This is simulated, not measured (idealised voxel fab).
This is a process module. Its name is voxel lift off.
In the cross-section labelled cut, the width is 225 nm and each square cell is 5 nm.
Cross-section spec: square-cell grid; bands listed top down; each band is one or more rows. Quick guide to a band line: top height, bottom height (nm) up front; then every material left to right with its width in nm. Only one material and it's marked "throughout"? Then it fills the band edge to edge. And "blank" just means empty space. Measure heights from 0. That's the level where, below it, the as-received wafer is all one material. The lowest band is bottomless and extends downward; write it as in "z 0 and below". It should be noted that a width expressed as "30->40" varies in equal increments from row to row of cells within the band, taking the value of the first number at the top row and that of the second number at the bottom row. Basically "no change occurred" means that step didn't change any cell in the cross-section. Any empty space of 8 cells or more lacking an open way to the top shows up in "Closed void list" as width x height at distance, distance from the left edge, in nm. On each step's line, the part that comes after the settings is the simulator's own comment on the step. overlay nm: mask offset rightward from planned place, masked step; negative means leftward offset.
**This section lists the process steps that were planned**
step 1: RECEIVE (material Si)
step 2: CONFORMAL_DEP (material SiO2; thk nm 10)
step 3: PATTERN (tone open; mask id LINES; material resist; width nm 20; pitch nm 50; thk nm 20; overlay nm 0)
step 4: DIRECTIONAL_DEP (material Ru; thk nm 5)
step 5: STRIP (etch materials resist)
step 6: CONFORMAL_DEP (material SiO2; thk nm 5)
**Delivered wafer in cross-section: state after step 1**
	z 0 and below = Si throughout
	Closed void list: none
**a wafer at the end: this start, this plan, one mistake**
	z 20 to 15 = 70 blank, 30 SiO2, 20 blank, 30 SiO2, 75 blank
	z 15 to 10 = 75 SiO2, 20 Ru, 30 SiO2, 20 Ru, 80 SiO2
	z 10 to 0 = Ru throughout
	z 0 and below = Si throughout
	Closed void list: none
Want to know what went wrong? step 2 ran with different settings than intended, the actual operation and settings being CONFORMAL_DEP (material Ru; thk nm 10)
